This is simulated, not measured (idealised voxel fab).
Process module in this document: voxel ribs on slabs
Square cells of 5 nm make up the cross-section cut, whose width is 165 nm.
Each cross-section below is a grid of square cells, stated as bands in top-down order, with one or more rows of cells making up each band.
Top height, bottom height, nm. Materials left to right, width each, nm. Single material + "throughout" = fills band edge to edge. "empty" = empty.
Ref level 0: as-received wafer is one material below here. Bottom band extends down with no lower bound ("0 -> down").
A width given as "30..40" starts at the first number in the band's top row and ends at the second number in its bottom row, shifting by an equal amount at every step from row to row.
It should be understood that the words "remained unchanged", when stated for a given step, signify that the cross-section underwent no change in any of its cells during that step.
Empty spaces counting at least 8 cells and having no open way to the top are listed in "Unvented internal voids". The notation width x height at distance is used for each, the distance being from the left edge and all three values in nm.
Anything after a step's settings on that line? It's the simulator's own note about the step.
The line of a step may include "overlay nm". On a step with a mask, this value is how far to the right of its planned place the mask lay. A negative value means the mask lay to the left.

List of planned process steps:
1,RECEIVE,material Si
2,DIRECTIONAL_DEP,material SiO2,thk nm 25
3,DIRECTIONAL_DEP,material SiN,thk nm 15
4,DIRECTIONAL_DEP,material aC,thk nm 10
5,PATTERN,tone cover,mask id RIB,material resist,width nm 25,thk nm 25,overlay nm 0
6,DIRECTIONAL_ETCH,etch materials aC,depth nm 10
7,STRIP,etch materials resist
8,DIRECTIONAL_ETCH,etch materials SiN,depth nm 10
9,STRIP,etch materials aC
10,PATTERN,tone cover,mask id SLAB,material resist,width nm 55,thk nm 15,overlay nm 0
11,DIRECTIONAL_ETCH,etch materials SiN,depth nm 5
12,STRIP,etch materials resist
13,FILL_DEP,material SiO2,thk nm 25
14,CMP,height nm 55
15,DIRECTIONAL_DEP,material W,thk nm 10
16,DIRECTIONAL_DEP,material aC,thk nm 10
17,PATTERN,tone cover,mask id HEATER,material resist,width nm 35,thk nm 25,overlay nm 0
18,DIRECTIONAL_ETCH,etch materials aC,depth nm 10
19,STRIP,etch materials resist
20,DIRECTIONAL_ETCH,etch materials W,depth nm 10
21,STRIP,etch materials aC
22,CONFORMAL_DEP,material SiO2,thk nm 5

Cross-section, incoming material, after step 1:
0 -> down = Si throughout
Unvented internal voids: none

End-of-module XS, first of two wafers, run as planned:
70 -> 65 = empty=60 / SiO2=45 / empty=60
65 -> 60 = empty=60 / SiO2=5 / W=35 / SiO2=5 / empty=60
60 -> 55 = SiO2=65 / W=35 / SiO2=65
55 -> 40 = SiO2 throughout
40 -> 30 = SiO2=70 / SiN=25 / SiO2=70
30 -> 25 = SiO2=55 / SiN=55 / SiO2=55
25 -> 0 = SiO2 throughout
0 -> down = Si throughout
Unvented internal voids: none

This cross-section belongs to the second wafer of two at the end of the module; the start and the plan were shared with the first, and the run included one mistake:
70 -> 65 = empty=60 / SiO2=45 / empty=60
65 -> 60 = empty=60 / SiO2=5 / W=35 / SiO2=5 / empty=60
60 -> 55 = SiO2=65 / W=35 / SiO2=65
55 -> 40 = SiO2 throughout
40 -> 35 = SiO2=55 / SiN=15 / SiO2=25 / SiN=15 / SiO2=55
35 -> 30 = SiN=70 / SiO2=25 / SiN=70
30 -> 25 = SiN throughout
25 -> 0 = SiO2 throughout
0 -> down = Si throughout
Unvented internal voids: none
Error vs. plan: it should be noted that step 5 was executed with settings other than those planned, the operation and settings actually applied being PATTERN,tone open,mask id RIB,material resist,width nm 25,thk nm 25,overlay nm 0
Final cells, second wafer relative to first, materials higher or lower: +46 SiN | -46 SiO2
